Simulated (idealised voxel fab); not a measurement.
Process module in this document: voxel self aligned contacts
Cross-sectional view cut (width: 210 nm; square cell size: 5 nm).
Cross-section = grid of square cells, listed top down in bands; band = one or more rows.
What a band's entry tells you: where the top is and where the bottom is, as heights in nm, and after that what lies inside, material by material from left to right, each with its width in nm. Empty space is written as the word "empty", and a single material marked with the word "everywhere" occupies the band from edge to edge.
Heights are expressed relative to 0, this being the level below which the as-received wafer comprises one material exclusively. The lowest band is unbounded in the downward direction and is denoted as in "0 down".
Graded width ("30->40"): value in top row of band = first number; value in bottom row = second number; row-to-row change constant.
Step note "no modification" = no cross-section cell changed.
The entry "Completely enclosed voids" lists the empty spaces that cover at least 8 cells and have no open path to the top. Each is written as width x height at distance, where the distance is measured from the left edge and all three values are in nm.
Post-settings text on a step line: simulator's own remark regarding the step.
When a step includes a mask, the "overlay nm" setting on its line states how far to the right of its planned place that mask lay, and negative values state how far to the left.

The process steps that were planned are listed below
step 1: RECEIVE | material Si
step 2: CONFORMAL_DEP | material SiO2 | thk nm 5
step 3: DIRECTIONAL_DEP | material polySi | thk nm 30
step 4: DIRECTIONAL_DEP | material SiN | thk nm 20
step 5: PATTERN | tone cover | mask id GATE | material resist | width nm 30 | pitch nm 55 | thk nm 15 | overlay nm 0
step 6: DIRECTIONAL_ETCH | etch materials SiN | depth nm 20
step 7: DIRECTIONAL_ETCH | etch materials polySi | depth nm 30
step 8: STRIP | etch materials resist
step 9: CONFORMAL_DEP | material SiN | thk nm 5
step 10: DIRECTIONAL_ETCH | etch materials SiN | depth nm 5
step 11: FILL_DEP | material SiO2 | thk nm 15
step 12: CMP | height nm 60
step 13: MASKED_ETCH | tone open | mask id CONTACT | width nm 35 | pitch nm 55 | etch materials SiO2 | depth nm 60 | overlay nm 0
step 14: CONFORMAL_DEP | material TiN | thk nm 5
step 15: FILL_DEP | material W | thk nm 5
step 16: CMP | height nm 60
step 17: CONFORMAL_DEP | material SiCN | thk nm 5

First of two wafers, processed according to plan

Wafer cross-section on receipt, i.e. after step 1
    0 down  Si everywhere
    Completely enclosed voids: none

Cross-sectional representation of the wafer at the conclusion of step 2
    5 to 0  SiO2 everywhere
    Beneath the level 0, the cross-section is identical to its previous state.

Cross-sectional representation of the wafer at the conclusion of step 3
    35 to 5  polySi everywhere
    Beneath the level 5, the cross-section is identical to its previous state.

Cross-sectional representation of the wafer at the conclusion of step 4
    55 to 35  SiN everywhere
    Beneath the level 35, the cross-section is identical to its previous state.

Cross-sectional representation of the wafer at the conclusion of step 5
    70 to 55  empty: 35; resist: 30; empty: 25; resist: 30; empty: 25; resist: 30; empty: 35
    Beneath the level 55, the cross-section is identical to its previous state.

Cross-sectional representation of the wafer at the conclusion of step 6
    70 to 55  empty: 35; resist: 30; empty: 25; resist: 30; empty: 25; resist: 30; empty: 35
    55 to 35  empty: 35; SiN: 30; empty: 25; SiN: 30; empty: 25; SiN: 30; empty: 35
    Beneath the level 35, the cross-section is identical to its previous state.

Cross-sectional representation of the wafer at the conclusion of step 7
    70 to 55  empty: 35; resist: 30; empty: 25; resist: 30; empty: 25; resist: 30; empty: 35
    55 to 35  empty: 35; SiN: 30; empty: 25; SiN: 30; empty: 25; SiN: 30; empty: 35
    35 to 5  empty: 35; polySi: 30; empty: 25; polySi: 30; empty: 25; polySi: 30; empty: 35
    Beneath the level 5, the cross-section is identical to its previous state.

Cross-sectional representation of the wafer at the conclusion of step 8
    55 to 35  empty: 35; SiN: 30; empty: 25; SiN: 30; empty: 25; SiN: 30; empty: 35
    Beneath the level 35, the cross-section is identical to its previous state.

Cross-sectional representation of the wafer at the conclusion of step 9
    60 to 35  empty: 30; SiN: 40; empty: 15; SiN: 40; empty: 15; SiN: 40; empty: 30
    35 to 10  empty: 30; SiN: 5; polySi: 30; SiN: 5; empty: 15; SiN: 5; polySi: 30; SiN: 5; empty: 15; SiN: 5; polySi: 30; SiN: 5; empty: 30
    10 to 5  SiN: 35; polySi: 30; SiN: 25; polySi: 30; SiN: 25; polySi: 30; SiN: 35
    Beneath the level 5, the cross-section is identical to its previous state.

Cross-sectional representation of the wafer at the conclusion of step 10
    55 to 35  empty: 30; SiN: 40; empty: 15; SiN: 40; empty: 15; SiN: 40; empty: 30
    35 to 5  empty: 30; SiN: 5; polySi: 30; SiN: 5; empty: 15; SiN: 5; polySi: 30; SiN: 5; empty: 15; SiN: 5; polySi: 30; SiN: 5; empty: 30
    Beneath the level 5, the cross-section is identical to its previous state.

Cross-sectional representation of the wafer at the conclusion of step 11
    70 to 55  SiO2 everywhere
    55 to 35  SiO2: 30; SiN: 40; SiO2: 15; SiN: 40; SiO2: 15; SiN: 40; SiO2: 30
    35 to 5  SiO2: 30; SiN: 5; polySi: 30; SiN: 5; SiO2: 15; SiN: 5; polySi: 30; SiN: 5; SiO2: 15; SiN: 5; polySi: 30; SiN: 5; SiO2: 30
    Beneath the level 5, the cross-section is identical to its previous state.

Cross-sectional representation of the wafer at the conclusion of step 12
    60 to 55  SiO2 everywhere
    Beneath the level 55, the cross-section is identical to its previous state.

Cross-sectional representation of the wafer at the conclusion of step 13
    60 to 55  SiO2: 60; empty: 35; SiO2: 20; empty: 35; SiO2: 60
    55 to 35  SiO2: 30; SiN: 40; empty: 15; SiN: 40; empty: 15; SiN: 40; SiO2: 30
    35 to 5  SiO2: 30; SiN: 5; polySi: 30; SiN: 5; empty: 15; SiN: 5; polySi: 30; SiN: 5; empty: 15; SiN: 5; polySi: 30; SiN: 5; SiO2: 30
    5 to 0  SiO2: 70; empty: 15; SiO2: 40; empty: 15; SiO2: 70
    Beneath the level 0, the cross-section is identical to its previous state.

Cross-sectional representation of the wafer at the conclusion of step 14
    65 to 60  TiN: 65; empty: 25; TiN: 30; empty: 25; TiN: 65
    60 to 55  SiO2: 60; TiN: 15; empty: 5; TiN: 15; SiO2: 20; TiN: 15; empty: 5; TiN: 15; SiO2: 60
    55 to 35  SiO2: 30; SiN: 40; TiN: 5; empty: 5; TiN: 5; SiN: 40; TiN: 5; empty: 5; TiN: 5; SiN: 40; SiO2: 30
    35 to 5  SiO2: 30; SiN: 5; polySi: 30; SiN: 5; TiN: 5; empty: 5; TiN: 5; SiN: 5; polySi: 30; SiN: 5; TiN: 5; empty: 5; TiN: 5; SiN: 5; polySi: 30; SiN: 5; SiO2: 30
    5 to 0  SiO2: 70; TiN: 15; SiO2: 40; TiN: 15; SiO2: 70
    Beneath the level 0, the cross-section is identical to its previous state.

Cross-sectional representation of the wafer at the conclusion of step 15
    70 to 65  W everywhere
    65 to 60  TiN: 65; W: 25; TiN: 30; W: 25; TiN: 65
    60 to 55  SiO2: 60; TiN: 15; W: 5; TiN: 15; SiO2: 20; TiN: 15; W: 5; TiN: 15; SiO2: 60
    55 to 35  SiO2: 30; SiN: 40; TiN: 5; W: 5; TiN: 5; SiN: 40; TiN: 5; W: 5; TiN: 5; SiN: 40; SiO2: 30
    35 to 5  SiO2: 30; SiN: 5; polySi: 30; SiN: 5; TiN: 5; W: 5; TiN: 5; SiN: 5; polySi: 30; SiN: 5; TiN: 5; W: 5; TiN: 5; SiN: 5; polySi: 30; SiN: 5; SiO2: 30
    Beneath the level 5, the cross-section is identical to its previous state.

Cross-sectional representation of the wafer at the conclusion of step 16
    60 to 55  SiO2: 60; TiN: 15; W: 5; TiN: 15; SiO2: 20; TiN: 15; W: 5; TiN: 15; SiO2: 60
    Beneath the level 55, the cross-section is identical to its previous state.

Cross-sectional representation of the wafer at the conclusion of step 17
    65 to 60  SiCN everywhere
    Beneath the level 60, the cross-section is identical to its previous state.

The second wafer began exactly as the first did and followed the same plan, but one mistake was made while running it; through step 2 inclusive, the two wafers are identical

Second wafer profile in section, at the moment step 3 of the plan was meant to be complete
    25 to 5  SiN everywhere
    Beneath the level 5, the cross-section is identical to its previous state.

Second wafer profile in section, at the moment step 4 of the plan was meant to be complete
    55 to 25  polySi everywhere
    Beneath the level 25, the cross-section is identical to its previous state.

Second wafer profile in section, at the moment step 5 of the plan was meant to be complete
    70 to 55  empty: 35; resist: 30; empty: 25; resist: 30; empty: 25; resist: 30; empty: 35
    Beneath the level 55, the cross-section is identical to its previous state.

Second wafer profile in section, at the moment step 6 of the plan was meant to be complete: no modification

Second wafer profile in section, at the moment step 7 of the plan was meant to be complete
    70 to 55  empty: 35; resist: 30; empty: 25; resist: 30; empty: 25; resist: 30; empty: 35
    55 to 25  empty: 35; polySi: 30; empty: 25; polySi: 30; empty: 25; polySi: 30; empty: 35
    Beneath the level 25, the cross-section is identical to its previous state.

Second wafer profile in section, at the moment step 8 of the plan was meant to be complete
    55 to 25  empty: 35; polySi: 30; empty: 25; polySi: 30; empty: 25; polySi: 30; empty: 35
    Beneath the level 25, the cross-section is identical to its previous state.

Second wafer profile in section, at the moment step 9 of the plan was meant to be complete
    60 to 55  empty: 30; SiN: 40; empty: 15; SiN: 40; empty: 15; SiN: 40; empty: 30
    55 to 30  empty: 30; SiN: 5; polySi: 30; SiN: 5; empty: 15; SiN: 5; polySi: 30; SiN: 5; empty: 15; SiN: 5; polySi: 30; SiN: 5; empty: 30
    30 to 25  SiN: 35; polySi: 30; SiN: 25; polySi: 30; SiN: 25; polySi: 30; SiN: 35
    Beneath the level 25, the cross-section is identical to its previous state.

Second wafer profile in section, at the moment step 10 of the plan was meant to be complete
    55 to 25  empty: 30; SiN: 5; polySi: 30; SiN: 5; empty: 15; SiN: 5; polySi: 30; SiN: 5; empty: 15; SiN: 5; polySi: 30; SiN: 5; empty: 30
    Beneath the level 25, the cross-section is identical to its previous state.

Second wafer profile in section, at the moment step 11 of the plan was meant to be complete
    70 to 55  SiO2 everywhere
    55 to 25  SiO2: 30; SiN: 5; polySi: 30; SiN: 5; SiO2: 15; SiN: 5; polySi: 30; SiN: 5; SiO2: 15; SiN: 5; polySi: 30; SiN: 5; SiO2: 30
    Beneath the level 25, the cross-section is identical to its previous state.

Second wafer profile in section, at the moment step 12 of the plan was meant to be complete
    60 to 55  SiO2 everywhere
    Beneath the level 55, the cross-section is identical to its previous state.

Second wafer profile in section, at the moment step 13 of the plan was meant to be complete
    60 to 55  SiO2: 60; empty: 35; SiO2: 20; empty: 35; SiO2: 60
    55 to 25  SiO2: 30; SiN: 5; polySi: 30; SiN: 5; empty: 15; SiN: 5; polySi: 30; SiN: 5; empty: 15; SiN: 5; polySi: 30; SiN: 5; SiO2: 30
    Beneath the level 25, the cross-section is identical to its previous state.

Second wafer profile in section, at the moment step 14 of the plan was meant to be complete
    65 to 60  TiN: 65; empty: 25; TiN: 30; empty: 25; TiN: 65
    60 to 55  SiO2: 60; TiN: 15; empty: 5; TiN: 15; SiO2: 20; TiN: 15; empty: 5; TiN: 15; SiO2: 60
    55 to 30  SiO2: 30; SiN: 5; polySi: 30; SiN: 5; TiN: 5; empty: 5; TiN: 5; SiN: 5; polySi: 30; SiN: 5; TiN: 5; empty: 5; TiN: 5; SiN: 5; polySi: 30; SiN: 5; SiO2: 30
    30 to 25  SiO2: 30; SiN: 5; polySi: 30; SiN: 5; TiN: 15; SiN: 5; polySi: 30; SiN: 5; TiN: 15; SiN: 5; polySi: 30; SiN: 5; SiO2: 30
    Beneath the level 25, the cross-section is identical to its previous state.

Second wafer profile in section, at the moment step 15 of the plan was meant to be complete
    70 to 65  W everywhere
    65 to 60  TiN: 65; W: 25; TiN: 30; W: 25; TiN: 65
    60 to 55  SiO2: 60; TiN: 15; W: 5; TiN: 15; SiO2: 20; TiN: 15; W: 5; TiN: 15; SiO2: 60
    55 to 30  SiO2: 30; SiN: 5; polySi: 30; SiN: 5; TiN: 5; W: 5; TiN: 5; SiN: 5; polySi: 30; SiN: 5; TiN: 5; W: 5; TiN: 5; SiN: 5; polySi: 30; SiN: 5; SiO2: 30
    Beneath the level 30, the cross-section is identical to its previous state.

Second wafer profile in section, at the moment step 16 of the plan was meant to be complete
    60 to 55  SiO2: 60; TiN: 15; W: 5; TiN: 15; SiO2: 20; TiN: 15; W: 5; TiN: 15; SiO2: 60
    Beneath the level 55, the cross-section is identical to its previous state.

Second wafer profile in section, at the moment step 17 of the plan was meant to be complete
    65 to 60  SiCN everywhere
    Beneath the level 60, the cross-section is identical to its previous state.
Where did the run depart from the plan? contrary to the plan, steps 3 and 4 were processed in exchanged order
Heads up, by the end the second wafer has more or fewer cells of some materials compared to the first: SiN: 72 more; SiO2: 42 fewer; TiN: 20 fewer; W: 10 fewer
